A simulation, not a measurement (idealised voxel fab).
process module | voxel self aligned contacts
Section cut is 210 nm wide and gridded with 5 nm square cells.
Think of the cross-section as a grid of square cells. We describe it in bands, top to bottom, and each band covers one or more rows of those cells.
First you get the band's top height and its bottom height, in nm, and then the materials it's made of, left to right, with each width in nm. If you see a single material with "everywhere", that one covers the band edge to edge. "empty" is empty space.
Heights from 0 (as-received wafer is one material below). Bottom band endless downward, as "0 and below".
Graded width ("30 to 40"): value in top row of band = first number; value in bottom row = second number; row-to-row change constant.
When a step is marked "left unchanged", none of the cells in the cross-section changed during that step.
In the "Encapsulated voids" entry, you get each enclosed empty space of 8 cells or more, one with no open way to the top, written width x height at distance, distance from the left edge, in nm.
If you see something after the settings on a step's line, that's the simulator's own remark about that step.
The "overlay nm" setting may appear on a step's line; for a step that uses a mask, it gives how far to the right of its planned position the mask lay, and a negative value indicates the left.
# Set out below are the planned steps of the process
1) RECEIVE with material Si
2) OXIDIZE with depth nm 5
3) DIRECTIONAL_DEP with material polySi, thk nm 30
4) DIRECTIONAL_DEP with material SiN, thk nm 20
5) PATTERN with tone cover, mask id GATE, material resist, width nm 30, pitch nm 65, thk nm 20, overlay nm 0
6) DIRECTIONAL_ETCH with etch materials SiN, depth nm 20
7) DIRECTIONAL_ETCH with etch materials polySi, depth nm 30
8) STRIP with etch materials resist
9) CONFORMAL_DEP with material SiN, thk nm 10
10) DIRECTIONAL_ETCH with etch materials SiN, depth nm 10
11) FILL_DEP with material SiO2, thk nm 15
12) CMP with height nm 55
13) PATTERN with tone open, mask id CONTACT, material resist, width nm 45, pitch nm 65, thk nm 15, overlay nm 0
14) DIRECTIONAL_ETCH with etch materials SiO2, depth nm 60
15) STRIP with etch materials resist
16) CONFORMAL_DEP with material TiN, thk nm 5
17) FILL_DEP with material W, thk nm 5
18) CMP with height nm 55
19) CONFORMAL_DEP with material SiCN, thk nm 5
# as received, after step 1
	0 and below | Si everywhere
	Encapsulated voids: none
# Post-module cross-section: identical start and plan to those above, one misstep in execution
	60 down to 55 | SiCN everywhere
	55 down to 50 | SiO2: 50; TiN: 20; SiCN: 5; TiN: 20; SiO2: 20; TiN: 20; SiCN: 5; TiN: 20; SiO2: 50
	50 down to 30 | SiO2: 15; SiN: 50; TiN: 5; SiCN: 5; TiN: 5; SiN: 50; TiN: 5; SiCN: 5; TiN: 5; SiN: 50; SiO2: 15
	30 down to 0 | SiO2: 15; SiN: 10; polySi: 30; SiN: 10; TiN: 5; SiCN: 5; TiN: 5; SiN: 10; polySi: 30; SiN: 10; TiN: 5; SiCN: 5; TiN: 5; SiN: 10; polySi: 30; SiN: 10; SiO2: 15
	0 down to -5 | SiO2: 65; TiN: 15; SiO2: 50; TiN: 15; SiO2: 65
	-5 and below | Si everywhere
	Encapsulated voids: none
It is concluded that the wafer was processed incorrectly with respect to the plan, in that step 17, actual vs plan mismatch, actual run FILL_DEP with material SiCN, thk nm 5
